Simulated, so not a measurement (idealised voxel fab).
Process module under the name voxel gate over fins
Cross-section cut: width 170 nm, square cells of 5 nm.
If you're reading a cross-section in this doc, picture square cells in a grid; it comes to you as bands, top ones listed first down to the bottom, and a band can be one or more rows of cells. Band: top height; bottom height; in nm. Then, left to right: material with width in nm, for each material. "edge to edge": a single material spanning edge to edge. "blank": empty space. A quick word on heights: they are counted from 0, and under that level the wafer as it came to us is one material throughout. The lowest band is different from the rest in having no bottom; it simply continues downward, written as in "0..down". Top row gets the first number, bottom row gets the second, and each row in between changes by the same step: that is how a band width like "30 to 40" works. A step reported as "all unchanged" is a step in which no cell of the cross-section changed. Each empty space that has no open way to the top and spans at least 8 cells appears under "Unvented voids" as width x height at distance, the distance counted from the left edge, all in nm. That trailing text on a step's line, after the settings, is the simulator's own remark on the step. "overlay nm" answers the question of how far to the right of plan the mask lay on a step that has a mask, and when it is negative the answer is to the left.
**Process steps - plan**
- 1: RECEIVE: material Si
- 2: CONFORMAL_DEP: material SiN, thk nm 5
- 3: PATTERN: tone cover, mask id FINS, material resist, width nm 15, pitch nm 60, thk nm 20, overlay nm 0
- 4: DIRECTIONAL_ETCH: etch materials SiN, depth nm 5
- 5: DIRECTIONAL_ETCH: etch materials Si, depth nm 40
- 6: STRIP: etch materials resist
- 7: OXIDIZE: depth nm 5
- 8: FILL_DEP: material SiO2, thk nm 15
- 9: CMP: height nm 5
- 10: DIRECTIONAL_DEP: material aC, thk nm 10
- 11: PATTERN: tone open, mask id RAIL, material resist, width nm 15, thk nm 25, overlay nm 0
- 12: DIRECTIONAL_ETCH: etch materials aC, depth nm 10
- 13: STRIP: etch materials resist
- 14: DIRECTIONAL_ETCH: etch materials SiO2, depth nm 40
- 15: STRIP: etch materials aC
- 16: CONFORMAL_DEP: material TiN, thk nm 5
- 17: FILL_DEP: material W, thk nm 10
- 18: CMP: height nm 5
- 19: SELECTIVE_ETCH: etch materials W Ru TiN, depth nm 20
- 20: FILL_DEP: material SiO2, thk nm 5
- 21: CMP: height nm 5
- 22: SELECTIVE_ETCH: etch materials SiO2, depth nm 15
- 23: STRIP: etch materials SiN
- 24: CONFORMAL_DEP: material HfO2, thk nm 5
- 25: CONFORMAL_DEP: material TiN, thk nm 5
- 26: FILL_DEP: material W, thk nm 15
- 27: CMP: height nm 20
- 28: CONFORMAL_DEP: material SiN, thk nm 10
**Step 1 complete: cross-section of the wafer as received**
    0..down  Si edge to edge
    Unvented voids: none
**Cross-section taken at module completion on the first of two wafers; processed per the plan**
    30..20  SiN edge to edge
    20..10  W edge to edge
    10..5  W (10)  TiN (25)  W (35)  TiN (25)  W (35)  TiN (25)  W (15)
    5..0  W (10)  TiN (5)  HfO2 (15)  TiN (5)  W (35)  TiN (5)  HfO2 (15)  TiN (5)  W (35)  TiN (5)  HfO2 (15)  TiN (5)  W (15)
    0..-5  TiN (15)  HfO2 (5)  Si (5)  HfO2 (5)  TiN (45)  HfO2 (5)  Si (5)  HfO2 (5)  TiN (45)  HfO2 (5)  Si (5)  HfO2 (5)  TiN (20)
    -5..-10  HfO2 (20)  Si (5)  HfO2 (55)  Si (5)  HfO2 (55)  Si (5)  HfO2 (25)
    -10..-15  SiO2 (20)  Si (5)  SiO2 (55)  Si (5)  SiO2 (55)  Si (5)  SiO2 (25)
    -15..-30  SiO2 (20)  Si (5)  SiO2 (20)  TiN (5)  W (5)  TiN (5)  SiO2 (20)  Si (5)  SiO2 (55)  Si (5)  SiO2 (25)
    -30..-35  SiO2 (20)  Si (5)  SiO2 (20)  TiN (15)  SiO2 (20)  Si (5)  SiO2 (55)  Si (5)  SiO2 (25)
    -35..-45  SiO2 (20)  Si (5)  SiO2 (55)  Si (5)  SiO2 (55)  Si (5)  SiO2 (25)
    -45..down  Si edge to edge
    Unvented voids: none
**Second wafer through the module, sectioned at the end: same beginning and same plan as the first wafer, with one mistake in carrying it out**
    30..20  TiN edge to edge
    20..10  W edge to edge
    10..5  W (10)  TiN (25)  W (35)  TiN (25)  W (35)  TiN (25)  W (15)
    5..0  W (10)  TiN (5)  HfO2 (15)  TiN (5)  W (35)  TiN (5)  HfO2 (15)  TiN (5)  W (35)  TiN (5)  HfO2 (15)  TiN (5)  W (15)
    0..-5  TiN (15)  HfO2 (5)  Si (5)  HfO2 (5)  TiN (45)  HfO2 (5)  Si (5)  HfO2 (5)  TiN (45)  HfO2 (5)  Si (5)  HfO2 (5)  TiN (20)
    -5..-10  HfO2 (20)  Si (5)  HfO2 (55)  Si (5)  HfO2 (55)  Si (5)  HfO2 (25)
    -10..-15  SiO2 (20)  Si (5)  SiO2 (55)  Si (5)  SiO2 (55)  Si (5)  SiO2 (25)
    -15..-30  SiO2 (20)  Si (5)  SiO2 (20)  TiN (5)  W (5)  TiN (5)  SiO2 (20)  Si (5)  SiO2 (55)  Si (5)  SiO2 (25)
    -30..-35  SiO2 (20)  Si (5)  SiO2 (20)  TiN (15)  SiO2 (20)  Si (5)  SiO2 (55)  Si (5)  SiO2 (25)
    -35..-45  SiO2 (20)  Si (5)  SiO2 (55)  Si (5)  SiO2 (55)  Si (5)  SiO2 (25)
    -45..down  Si edge to edge
    Unvented voids: none
What broke from the plan during processing? off-plan run, step 28, actual operation and settings CONFORMAL_DEP: material TiN, thk nm 10
It is noted that, at the conclusion of processing, the second wafer exhibits a higher or lower cell count for certain materials relative to the first: SiN: 68 fewer, TiN: 68 more
